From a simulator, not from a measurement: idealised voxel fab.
The following is a process module called voxel ribs on slabs.
The cross-section on display is named cut; it measures 190 nm wide, and its cells are 5 nm squares.
Throughout this document, each cross-section is represented as a grid of square cells and is presented as a sequence of bands enumerated from the top downward, where a band comprises one or more rows of cells.
This entry defines a band. It first specifies the height of the band's top and the height of its bottom in nm, and then specifies the band's materials from left to right, stating each material with its width in nm. The word "all across" identifies a single material that fills the band from edge to edge, while the word "blank" identifies empty space.
Height is counted from the level 0, under which the received wafer is composed throughout of one material. The lowest of the bands is not closed at the bottom but continues downward, in the notation "0..down".
Top row gets the first number, bottom row gets the second, and each row in between changes by the same step: that is how a band width like "30..40" works.
Step note "no modifications" = no cross-section cell changed.
Closed void list: empty space of 8 cells or more with no open way to the top, each as width x height at its distance from the left edge, in nm
Formally, on a step line, whatever follows the settings is a remark that the simulator itself makes on the step.
"overlay nm" answers the question of how far to the right of plan the mask lay on a step that has a mask, and when it is negative the answer is to the left.
# The process steps that were planned are listed below
1,RECEIVE, material Si
2,DIRECTIONAL_DEP, material SiO2, thk nm 20
3,DIRECTIONAL_DEP, material SiN, thk nm 25
4,DIRECTIONAL_DEP, material aC, thk nm 10
5,PATTERN, tone cover, mask id RIB, material resist, width nm 20, thk nm 30, overlay nm 0
6,DIRECTIONAL_ETCH, etch materials aC, depth nm 10
7,STRIP, etch materials resist
8,DIRECTIONAL_ETCH, etch materials SiN, depth nm 10
9,STRIP, etch materials aC
10,DIRECTIONAL_DEP, material aC, thk nm 15
11,PATTERN, tone cover, mask id SLAB, material resist, width nm 80, thk nm 35, overlay nm 0
12,DIRECTIONAL_ETCH, etch materials aC, depth nm 15
13,STRIP, etch materials resist
14,DIRECTIONAL_ETCH, etch materials SiN, depth nm 15
15,STRIP, etch materials aC
16,FILL_DEP, material SiO2, thk nm 20
17,CMP, height nm 55
18,DIRECTIONAL_DEP, material W, thk nm 5
19,MASKED_ETCH, tone cover, mask id HEATER, width nm 30, etch materials W, depth nm 5, overlay nm 0
20,CONFORMAL_DEP, material SiN, thk nm 5
# Wafer cross-section on receipt, i.e. after step 1
> 0..down | Si all across
> Closed void list: none
# Run as planned - first of the two wafers cross-sectioned at the end of the module
> 65..60 | blank=75  SiN=40  blank=75
> 60..55 | SiN=80  W=30  SiN=80
> 55..45 | SiO2 all across
> 45..35 | SiO2=85  SiN=20  SiO2=85
> 35..20 | SiO2=55  SiN=80  SiO2=55
> 20..0 | SiO2 all across
> 0..down | Si all across
> Closed void list: none
# Now the second wafer, cross-sectioned at the end of the module. Nothing different at the start, nothing different in the plan compared with the first, just one mistake when it was actually run
> 65..60 | blank=75  SiN=40  blank=75
> 60..55 | SiN=80  W=30  SiN=80
> 55..40 | SiO2=55  SiN=80  SiO2=55
> 40..0 | SiO2 all across
> 0..down | Si all across
> Closed void list: none
Diagnosis: step 2 in the plan was executed twice
In the final state, the cell counts of the second wafer exceed or fall short of those of the first for the following materials: 8 fewer of SiN; 8 more of SiO2
